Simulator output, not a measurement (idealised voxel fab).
Process module heading - voxel gate over fins
cross-section cut | 250 nm wide | cells 5 nm
In what follows, cross-sections appear as grids of square cells, described through bands that run from the top down, where every band is one or more rows of cells.
Top, bottom (nm), then materials left to right with widths (nm); lone material tagged "full width" fills the whole band edge to edge; "blank" = empty space.
The reference from which all heights are counted is 0, the level beneath which the as-received wafer is entirely one material; the lowest band, having no lower bound, proceeds downward and is written after the example "top 0, no bottom".
Per-row width for "30->40": begins at first number (top row of band), ends at second number (bottom row), increment between rows held constant.
Where the words "no change occurred" appear for a step, the cross-section shows no cell changed by that step; every cell remained as before.
For the entry "Cavities, closed", the listed items are empty spaces with no open way to the top whose size is 8 cells or more; each item follows the pattern width x height at distance, where distance is from the left edge and all three are in nm.
It should be noted that, on the line of a given step, the content following the step's settings is a remark produced by the simulator itself with respect to that step.
overlay nm: for a step with a mask, the amount by which the mask lay right of where it was planned; a negative amount means left of it.
Reading key. Pairs: pre-step and post-step cross-section, one process step apart; post-step view only to lowest changed band. Step between + settings: beneath pair. Runs: pairs may be from different runs of this module, same starting wafer. Continuation from pair above: only where "Prior to step" entry says.

PRIOR TO STEP
    top 0, no bottom = Si full width
    Cavities, closed: none

RESULTING STRUCTURE
    top 5, bottom 0 = SiN full width
    Everything under 0 stays put, no change at all.
    Cavities, closed: none
For reference, the processing step occurring between the two cross-sections presented above is as follows: CONFORMAL_DEP, material SiN, thk nm 5

Prior to step: Reference is made to the cross-section shown after the step in the pair directly above, which represents the state prior to this step.

RESULTING STRUCTURE
    top 5, bottom 0 = blank 100 nm, SiN 15 nm, blank 20 nm, SiN 15 nm, blank 100 nm
    Everything under 0 stays put, no change at all.
    Cavities, closed: none
For reference, the processing step occurring between the two cross-sections presented above is as follows: MASKED_ETCH, tone cover, mask id FINS, width nm 15, pitch nm 35, etch materials SiN, depth nm 5, overlay nm 0

Prior to step: Reference is made to the cross-section shown after the step in the pair directly above, which represents the state prior to this step.

RESULTING STRUCTURE
    top 5, bottom 0 = blank 100 nm, SiN 15 nm, blank 20 nm, SiN 15 nm, blank 100 nm
    top 0, bottom -40 = blank 100 nm, Si 15 nm, blank 20 nm, Si 15 nm, blank 100 nm
    Everything under -40 stays put, no change at all.
    Cavities, closed: none
For reference, the processing step occurring between the two cross-sections presented above is as follows: MASKED_ETCH, tone cover, mask id FINS, width nm 15, pitch nm 35, etch materials Si, depth nm 40, overlay nm 0

Prior to step: Reference is made to the cross-section shown after the step in the pair directly above, which represents the state prior to this step.

RESULTING STRUCTURE
    top 20, bottom 5 = SiO2 full width
    top 5, bottom 0 = SiO2 100 nm, SiN 15 nm, SiO2 20 nm, SiN 15 nm, SiO2 100 nm
    top 0, bottom -40 = SiO2 100 nm, Si 15 nm, SiO2 20 nm, Si 15 nm, SiO2 100 nm
    Everything under -40 stays put, no change at all.
    Cavities, closed: none
For reference, the processing step occurring between the two cross-sections presented above is as follows: FILL_DEP, material SiO2, thk nm 15

Prior to step: Reference is made to the cross-section shown after the step in the pair directly above, which represents the state prior to this step.

RESULTING STRUCTURE
    top 5, bottom 0 = SiO2 100 nm, SiN 15 nm, SiO2 20 nm, SiN 15 nm, SiO2 100 nm
    Everything under 0 stays put, no change at all.
    Cavities, closed: none
For reference, the processing step occurring between the two cross-sections presented above is as follows: CMP, height nm 5

Prior to step: Reference is made to the cross-section shown after the step in the pair directly above, which represents the state prior to this step.

RESULTING STRUCTURE
    top 5, bottom 0 = blank 100 nm, SiN 15 nm, blank 20 nm, SiN 15 nm, blank 100 nm
    top 0, bottom -10 = blank 100 nm, Si 15 nm, blank 20 nm, Si 15 nm, blank 100 nm
    Everything under -10 stays put, no change at all.
    Cavities, closed: none
For reference, the processing step occurring between the two cross-sections presented above is as follows: SELECTIVE_ETCH, etch materials SiO2, depth nm 15

Prior to step: Reference is made to the cross-section shown after the step in the pair directly above, which represents the state prior to this step.

RESULTING STRUCTURE
    top 0, bottom -10 = blank 100 nm, Si 15 nm, blank 20 nm, Si 15 nm, blank 100 nm
    Everything under -10 stays put, no change at all.
    Cavities, closed: none
For reference, the processing step occurring between the two cross-sections presented above is as follows: STRIP, etch materials SiN

Prior to step: Reference is made to the cross-section shown after the step in the pair directly above, which represents the state prior to this step.

RESULTING STRUCTURE
    top 5, bottom 0 = blank 95 nm, HfO2 25 nm, blank 10 nm, HfO2 25 nm, blank 95 nm
    top 0, bottom -5 = blank 95 nm, HfO2 5 nm, Si 15 nm, HfO2 5 nm, blank 10 nm, HfO2 5 nm, Si 15 nm, HfO2 5 nm, blank 95 nm
    top -5, bottom -10 = HfO2 100 nm, Si 15 nm, HfO2 20 nm, Si 15 nm, HfO2 100 nm
    Everything under -10 stays put, no change at all.
    Cavities, closed: none
For reference, the processing step occurring between the two cross-sections presented above is as follows: CONFORMAL_DEP, material HfO2, thk nm 5

Prior to step: Reference is made to the cross-section shown after the step in the pair directly above, which represents the state prior to this step.

RESULTING STRUCTURE
    top 10, bottom 5 = blank 90 nm, TiN 70 nm, blank 90 nm
    top 5, bottom 0 = blank 90 nm, TiN 5 nm, HfO2 25 nm, TiN 10 nm, HfO2 25 nm, TiN 5 nm, blank 90 nm
    top 0, bottom -5 = TiN 95 nm, HfO2 5 nm, Si 15 nm, HfO2 5 nm, TiN 10 nm, HfO2 5 nm, Si 15 nm, HfO2 5 nm, TiN 95 nm
    Everything under -5 stays put, no change at all.
    Cavities, closed: none
For reference, the processing step occurring between the two cross-sections presented above is as follows: CONFORMAL_DEP, material TiN, thk nm 5

Prior to step: Reference is made to the cross-section shown after the step in the pair directly above, which represents the state prior to this step.

RESULTING STRUCTURE
    top 20, bottom 10 = W full width
    top 10, bottom 5 = W 90 nm, TiN 70 nm, W 90 nm
    top 5, bottom 0 = W 90 nm, TiN 5 nm, HfO2 25 nm, TiN 10 nm, HfO2 25 nm, TiN 5 nm, W 90 nm
    Everything under 0 stays put, no change at all.
    Cavities, closed: none
For reference, the processing step occurring between the two cross-sections presented above is as follows: FILL_DEP, material W, thk nm 10

Prior to step: Reference is made to the cross-section shown after the step in the pair directly above, which represents the state prior to this step.

RESULTING STRUCTURE
    top 15, bottom 10 = W full width
    Everything under 10 stays put, no change at all.
    Cavities, closed: none
For reference, the processing step occurring between the two cross-sections presented above is as follows: CMP, height nm 15

Prior to step: Reference is made to the cross-section shown after the step in the pair directly above, which represents the state prior to this step.

RESULTING STRUCTURE
    top 20, bottom 15 = SiN full width
    Everything under 15 stays put, no change at all.
    Cavities, closed: none
For reference, the processing step occurring between the two cross-sections presented above is as follows: CONFORMAL_DEP, material SiN, thk nm 5

PRIOR TO STEP
    top 0, bottom -10 = blank 100 nm, Si 15 nm, blank 20 nm, Si 15 nm, blank 100 nm
    top -10, bottom -40 = SiO2 100 nm, Si 15 nm, SiO2 20 nm, Si 15 nm, SiO2 100 nm
    top -40, no bottom = Si full width
    Cavities, closed: none

RESULTING STRUCTURE
    top 5, bottom 0 = blank 95 nm, TiN 25 nm, blank 10 nm, TiN 25 nm, blank 95 nm
    top 0, bottom -5 = blank 95 nm, TiN 5 nm, Si 15 nm, TiN 5 nm, blank 10 nm, TiN 5 nm, Si 15 nm, TiN 5 nm, blank 95 nm
    top -5, bottom -10 = TiN 100 nm, Si 15 nm, TiN 20 nm, Si 15 nm, TiN 100 nm
    Everything under -10 stays put, no change at all.
    Cavities, closed: none
For reference, the processing step occurring between the two cross-sections presented above is as follows: CONFORMAL_DEP, material TiN, thk nm 5

Prior to step: Reference is made to the cross-section shown after the step in the pair directly above, which represents the state prior to this step.

RESULTING STRUCTURE
    top 15, bottom 5 = W full width
    top 5, bottom 0 = W 95 nm, TiN 25 nm, W 10 nm, TiN 25 nm, W 95 nm
    top 0, bottom -5 = W 95 nm, TiN 5 nm, Si 15 nm, TiN 5 nm, W 10 nm, TiN 5 nm, Si 15 nm, TiN 5 nm, W 95 nm
    Everything under -5 stays put, no change at all.
    Cavities, closed: none
For reference, the processing step occurring between the two cross-sections presented above is as follows: FILL_DEP, material W, thk nm 10

Prior to step: Reference is made to the cross-section shown after the step in the pair directly above, which represents the state prior to this step.

RESULTING STRUCTURE
    top 20, bottom 15 = SiN full width
    Everything under 15 stays put, no change at all.
    Cavities, closed: none
For reference, the processing step occurring between the two cross-sections presented above is as follows: CONFORMAL_DEP, material SiN, thk nm 5

PRIOR TO STEP
    top 5, bottom 0 = blank 100 nm, SiN 15 nm, blank 20 nm, SiN 15 nm, blank 100 nm
    top 0, bottom -10 = blank 100 nm, Si 15 nm, blank 20 nm, Si 15 nm, blank 100 nm
    top -10, bottom -40 = SiO2 100 nm, Si 15 nm, SiO2 20 nm, Si 15 nm, SiO2 100 nm
    top -40, no bottom = Si full width
    Cavities, closed: none

RESULTING STRUCTURE
    top 5, bottom 0 = blank 100 nm, SiN 15 nm, blank 20 nm, SiN 15 nm, blank 100 nm
    top 0, bottom -25 = blank 100 nm, Si 15 nm, blank 20 nm, Si 15 nm, blank 100 nm
    Everything under -25 stays put, no change at all.
    Cavities, closed: none
For reference, the processing step occurring between the two cross-sections presented above is as follows: SELECTIVE_ETCH, etch materials SiO2, depth nm 15

Prior to step: Reference is made to the cross-section shown after the step in the pair directly above, which represents the state prior to this step.

RESULTING STRUCTURE
    top 0, bottom -25 = blank 100 nm, Si 15 nm, blank 20 nm, Si 15 nm, blank 100 nm
    Everything under -25 stays put, no change at all.
    Cavities, closed: none
For reference, the processing step occurring between the two cross-sections presented above is as follows: STRIP, etch materials SiN

Prior to step: Reference is made to the cross-section shown after the step in the pair directly above, which represents the state prior to this step.

RESULTING STRUCTURE
    top 5, bottom 0 = blank 95 nm, HfO2 25 nm, blank 10 nm, HfO2 25 nm, blank 95 nm
    top 0, bottom -20 = blank 95 nm, HfO2 5 nm, Si 15 nm, HfO2 5 nm, blank 10 nm, HfO2 5 nm, Si 15 nm, HfO2 5 nm, blank 95 nm
    top -20, bottom -25 = HfO2 100 nm, Si 15 nm, HfO2 20 nm, Si 15 nm, HfO2 100 nm
    Everything under -25 stays put, no change at all.
    Cavities, closed: none
For reference, the processing step occurring between the two cross-sections presented above is as follows: CONFORMAL_DEP, material HfO2, thk nm 5

Prior to step: Reference is made to the cross-section shown after the step in the pair directly above, which represents the state prior to this step.

RESULTING STRUCTURE
    top 10, bottom 5 = blank 90 nm, TiN 70 nm, blank 90 nm
    top 5, bottom 0 = blank 90 nm, TiN 5 nm, HfO2 25 nm, TiN 10 nm, HfO2 25 nm, TiN 5 nm, blank 90 nm
    top 0, bottom -15 = blank 90 nm, TiN 5 nm, HfO2 5 nm, Si 15 nm, HfO2 5 nm, TiN 10 nm, HfO2 5 nm, Si 15 nm, HfO2 5 nm, TiN 5 nm, blank 90 nm
    top -15, bottom -20 = TiN 95 nm, HfO2 5 nm, Si 15 nm, HfO2 5 nm, TiN 10 nm, HfO2 5 nm, Si 15 nm, HfO2 5 nm, TiN 95 nm
    Everything under -20 stays put, no change at all.
    Cavities, closed: none
For reference, the processing step occurring between the two cross-sections presented above is as follows: CONFORMAL_DEP, material TiN, thk nm 5

Prior to step: Reference is made to the cross-section shown after the step in the pair directly above, which represents the state prior to this step.

RESULTING STRUCTURE
    top 20, bottom 10 = W full width
    top 10, bottom 5 = W 90 nm, TiN 70 nm, W 90 nm
    top 5, bottom 0 = W 90 nm, TiN 5 nm, HfO2 25 nm, TiN 10 nm, HfO2 25 nm, TiN 5 nm, W 90 nm
    top 0, bottom -15 = W 90 nm, TiN 5 nm, HfO2 5 nm, Si 15 nm, HfO2 5 nm, TiN 10 nm, HfO2 5 nm, Si 15 nm, HfO2 5 nm, TiN 5 nm, W 90 nm
    Everything under -15 stays put, no change at all.
    Cavities, closed: none
For reference, the processing step occurring between the two cross-sections presented above is as follows: FILL_DEP, material W, thk nm 10

Prior to step: Reference is made to the cross-section shown after the step in the pair directly above, which represents the state prior to this step.

RESULTING STRUCTURE
    top 15, bottom 10 = W full width
    Everything under 10 stays put, no change at all.
    Cavities, closed: none
For reference, the processing step occurring between the two cross-sections presented above is as follows: CMP, height nm 15

Prior to step: Reference is made to the cross-section shown after the step in the pair directly above, which represents the state prior to this step.

RESULTING STRUCTURE
    top 20, bottom 15 = SiN full width
    Everything under 15 stays put, no change at all.
    Cavities, closed: none
For reference, the processing step occurring between the two cross-sections presented above is as follows: CONFORMAL_DEP, material SiN, thk nm 5

PRIOR TO STEP
    top 5, bottom 0 = SiO2 100 nm, SiN 15 nm, SiO2 20 nm, SiN 15 nm, SiO2 100 nm
    top 0, bottom -40 = SiO2 100 nm, Si 15 nm, SiO2 20 nm, Si 15 nm, SiO2 100 nm
    top -40, no bottom = Si full width
    Cavities, closed: none

RESULTING STRUCTURE
    top 5, bottom 0 = SiO2 100 nm, blank 15 nm, SiO2 20 nm, blank 15 nm, SiO2 100 nm
    Everything under 0 stays put, no change at all.
    Cavities, closed: none
For reference, the processing step occurring between the two cross-sections presented above is as follows: STRIP, etch materials SiN

Prior to step: Reference is made to the cross-section shown after the step in the pair directly above, which represents the state prior to this step.

RESULTING STRUCTURE
    top 0, bottom -10 = blank 100 nm, Si 15 nm, blank 20 nm, Si 15 nm, blank 100 nm
    top -10, bottom -15 = SiO2 85 nm, blank 15 nm, Si 15 nm, blank 20 nm, Si 15 nm, blank 15 nm, SiO2 85 nm
    Everything under -15 stays put, no change at all.
    Cavities, closed: none
For reference, the processing step occurring between the two cross-sections presented above is as follows: SELECTIVE_ETCH, etch materials SiO2, depth nm 15

Prior to step: Reference is made to the cross-section shown after the step in the pair directly above, which represents the state prior to this step.

RESULTING STRUCTURE
    top 5, bottom 0 = blank 95 nm, HfO2 25 nm, blank 10 nm, HfO2 25 nm, blank 95 nm
    top 0, bottom -5 = blank 95 nm, HfO2 5 nm, Si 15 nm, HfO2 5 nm, blank 10 nm, HfO2 5 nm, Si 15 nm, HfO2 5 nm, blank 95 nm
    top -5, bottom -10 = HfO2 90 nm, blank 5 nm, HfO2 5 nm, Si 15 nm, HfO2 5 nm, blank 10 nm, HfO2 5 nm, Si 15 nm, HfO2 5 nm, blank 5 nm, HfO2 90 nm
    top -10, bottom -15 = SiO2 85 nm, HfO2 15 nm, Si 15 nm, HfO2 20 nm, Si 15 nm, HfO2 15 nm, SiO2 85 nm
    Everything under -15 stays put, no change at all.
    Cavities, closed: none
For reference, the processing step occurring between the two cross-sections presented above is as follows: CONFORMAL_DEP, material HfO2, thk nm 5

Prior to step: Reference is made to the cross-section shown after the step in the pair directly above, which represents the state prior to this step.

RESULTING STRUCTURE
    top 10, bottom 5 = blank 90 nm, TiN 70 nm, blank 90 nm
    top 5, bottom 0 = blank 90 nm, TiN 5 nm, HfO2 25 nm, TiN 10 nm, HfO2 25 nm, TiN 5 nm, blank 90 nm
    top 0, bottom -5 = TiN 95 nm, HfO2 5 nm, Si 15 nm, HfO2 5 nm, TiN 10 nm, HfO2 5 nm, Si 15 nm, HfO2 5 nm, TiN 95 nm
    top -5, bottom -10 = HfO2 90 nm, TiN 5 nm, HfO2 5 nm, Si 15 nm, HfO2 5 nm, TiN 10 nm, HfO2 5 nm, Si 15 nm, HfO2 5 nm, TiN 5 nm, HfO2 90 nm
    Everything under -10 stays put, no change at all.
    Cavities, closed: none
For reference, the processing step occurring between the two cross-sections presented above is as follows: CONFORMAL_DEP, material TiN, thk nm 5

Prior to step: Reference is made to the cross-section shown after the step in the pair directly above, which represents the state prior to this step.

RESULTING STRUCTURE
    top 20, bottom 10 = W full width
    top 10, bottom 5 = W 90 nm, TiN 70 nm, W 90 nm
    top 5, bottom 0 = W 90 nm, TiN 5 nm, HfO2 25 nm, TiN 10 nm, HfO2 25 nm, TiN 5 nm, W 90 nm
    Everything under 0 stays put, no change at all.
    Cavities, closed: none
For reference, the processing step occurring between the two cross-sections presented above is as follows: FILL_DEP, material W, thk nm 10

Prior to step: Reference is made to the cross-section shown after the step in the pair directly above, which represents the state prior to this step.

RESULTING STRUCTURE
    top 15, bottom 10 = W full width
    Everything under 10 stays put, no change at all.
    Cavities, closed: none
For reference, the processing step occurring between the two cross-sections presented above is as follows: CMP, height nm 15

Prior to step: Reference is made to the cross-section shown after the step in the pair directly above, which represents the state prior to this step.

RESULTING STRUCTURE
    top 20, bottom 15 = SiN full width
    Everything under 15 stays put, no change at all.
    Cavities, closed: none
For reference, the processing step occurring between the two cross-sections presented above is as follows: CONFORMAL_DEP, material SiN, thk nm 5

PRIOR TO STEP
    top 5, bottom 0 = SiO2 100 nm, SiN 15 nm, SiO2 20 nm, SiN 15 nm, SiO2 100 nm
    top 0, bottom -40 = SiO2 100 nm, Si 15 nm, SiO2 20 nm, Si 15 nm, SiO2 100 nm
    top -40, no bottom = Si full width
    Cavities, closed: none

RESULTING STRUCTURE
    top 5, bottom 0 = blank 100 nm, SiN 15 nm, blank 20 nm, SiN 15 nm, blank 100 nm
    top 0, bottom -20 = blank 100 nm, Si 15 nm, blank 20 nm, Si 15 nm, blank 100 nm
    Everything under -20 stays put, no change at all.
    Cavities, closed: none
For reference, the processing step occurring between the two cross-sections presented above is as follows: SELECTIVE_ETCH, etch materials SiO2, depth nm 25

Prior to step: Reference is made to the cross-section shown after the step in the pair directly above, which represents the state prior to this step.

RESULTING STRUCTURE
    top 0, bottom -20 = blank 100 nm, Si 15 nm, blank 20 nm, Si 15 nm, blank 100 nm
    Everything under -20 stays put, no change at all.
    Cavities, closed: none
For reference, the processing step occurring between the two cross-sections presented above is as follows: STRIP, etch materials SiN

Prior to step: Reference is made to the cross-section shown after the step in the pair directly above, which represents the state prior to this step.

RESULTING STRUCTURE
    top 5, bottom 0 = blank 95 nm, HfO2 25 nm, blank 10 nm, HfO2 25 nm, blank 95 nm
    top 0, bottom -15 = blank 95 nm, HfO2 5 nm, Si 15 nm, HfO2 5 nm, blank 10 nm, HfO2 5 nm, Si 15 nm, HfO2 5 nm, blank 95 nm
    top -15, bottom -20 = HfO2 100 nm, Si 15 nm, HfO2 20 nm, Si 15 nm, HfO2 100 nm
    Everything under -20 stays put, no change at all.
    Cavities, closed: none
For reference, the processing step occurring between the two cross-sections presented above is as follows: CONFORMAL_DEP, material HfO2, thk nm 5

Prior to step: Reference is made to the cross-section shown after the step in the pair directly above, which represents the state prior to this step.

RESULTING STRUCTURE
    top 10, bottom 5 = blank 90 nm, TiN 70 nm, blank 90 nm
    top 5, bottom 0 = blank 90 nm, TiN 5 nm, HfO2 25 nm, TiN 10 nm, HfO2 25 nm, TiN 5 nm, blank 90 nm
    top 0, bottom -10 = blank 90 nm, TiN 5 nm, HfO2 5 nm, Si 15 nm, HfO2 5 nm, TiN 10 nm, HfO2 5 nm, Si 15 nm, HfO2 5 nm, TiN 5 nm, blank 90 nm
    top -10, bottom -15 = TiN 95 nm, HfO2 5 nm, Si 15 nm, HfO2 5 nm, TiN 10 nm, HfO2 5 nm, Si 15 nm, HfO2 5 nm, TiN 95 nm
    Everything under -15 stays put, no change at all.
    Cavities, closed: none
For reference, the processing step occurring between the two cross-sections presented above is as follows: CONFORMAL_DEP, material TiN, thk nm 5

Prior to step: Reference is made to the cross-section shown after the step in the pair directly above, which represents the state prior to this step.

RESULTING STRUCTURE
    top 20, bottom 10 = W full width
    top 10, bottom 5 = W 90 nm, TiN 70 nm, W 90 nm
    top 5, bottom 0 = W 90 nm, TiN 5 nm, HfO2 25 nm, TiN 10 nm, HfO2 25 nm, TiN 5 nm, W 90 nm
    top 0, bottom -10 = W 90 nm, TiN 5 nm, HfO2 5 nm, Si 15 nm, HfO2 5 nm, TiN 10 nm, HfO2 5 nm, Si 15 nm, HfO2 5 nm, TiN 5 nm, W 90 nm
    Everything under -10 stays put, no change at all.
    Cavities, closed: none
For reference, the processing step occurring between the two cross-sections presented above is as follows: FILL_DEP, material W, thk nm 10

Prior to step: Reference is made to the cross-section shown after the step in the pair directly above, which represents the state prior to this step.

RESULTING STRUCTURE
    top 15, bottom 10 = W full width
    Everything under 10 stays put, no change at all.
    Cavities, closed: none
For reference, the processing step occurring between the two cross-sections presented above is as follows: CMP, height nm 15

Prior to step: Reference is made to the cross-section shown after the step in the pair directly above, which represents the state prior to this step.

RESULTING STRUCTURE
    top 20, bottom 15 = SiN full width
    Everything under 15 stays put, no change at all.
    Cavities, closed: none
For reference, the processing step occurring between the two cross-sections presented above is as follows: CONFORMAL_DEP, material SiN, thk nm 5

PRIOR TO STEP
    top 0, no bottom = Si full width
    Cavities, closed: none

RESULTING STRUCTURE
    top 5, bottom 0 = TiN full width
    Everything under 0 stays put, no change at all.
    Cavities, closed: none
For reference, the processing step occurring between the two cross-sections presented above is as follows: CONFORMAL_DEP, material TiN, thk nm 5

Prior to step: Reference is made to the cross-section shown after the step in the pair directly above, which represents the state prior to this step.

RESULTING STRUCTURE
    top 20, bottom 5 = SiO2 full width
    Everything under 5 stays put, no change at all.
    Cavities, closed: none
For reference, the processing step occurring between the two cross-sections presented above is as follows: FILL_DEP, material SiO2, thk nm 15

Prior to step: Reference is made to the cross-section shown after the step in the pair directly above, which represents the state prior to this step.

RESULTING STRUCTURE
    top 5, bottom 0 = TiN full width
    Everything under 0 stays put, no change at all.
    Cavities, closed: none
For reference, the processing step occurring between the two cross-sections presented above is as follows: CMP, height nm 5

Prior to step: Reference is made to the cross-section shown after the step in the pair directly above, which represents the state prior to this step.

RESULTING STRUCTURE
    top 10, bottom 5 = HfO2 full width
    Everything under 5 stays put, no change at all.
    Cavities, closed: none
For reference, the processing step occurring between the two cross-sections presented above is as follows: CONFORMAL_DEP, material HfO2, thk nm 5

Prior to step: Reference is made to the cross-section shown after the step in the pair directly above, which represents the state prior to this step.

RESULTING STRUCTURE
    top 15, bottom 10 = TiN full width
    Everything under 10 stays put, no change at all.
    Cavities, closed: none
For reference, the processing step occurring between the two cross-sections presented above is as follows: CONFORMAL_DEP, material TiN, thk nm 5

Prior to step: Reference is made to the cross-section shown after the step in the pair directly above, which represents the state prior to this step.

RESULTING STRUCTURE
    top 25, bottom 15 = W full width
    Everything under 15 stays put, no change at all.
    Cavities, closed: none
For reference, the processing step occurring between the two cross-sections presented above is as follows: FILL_DEP, material W, thk nm 10

Prior to step: Reference is made to the cross-section shown after the step in the pair directly above, which represents the state prior to this step.

RESULTING STRUCTURE
    top 15, bottom 10 = TiN full width
    Everything under 10 stays put, no change at all.
    Cavities, closed: none
For reference, the processing step occurring between the two cross-sections presented above is as follows: CMP, height nm 15

Prior to step: Reference is made to the cross-section shown after the step in the pair directly above, which represents the state prior to this step.

RESULTING STRUCTURE
    top 20, bottom 15 = SiN full width
    Everything under 15 stays put, no change at all.
    Cavities, closed: none
For reference, the processing step occurring between the two cross-sections presented above is as follows: CONFORMAL_DEP, material SiN, thk nm 5
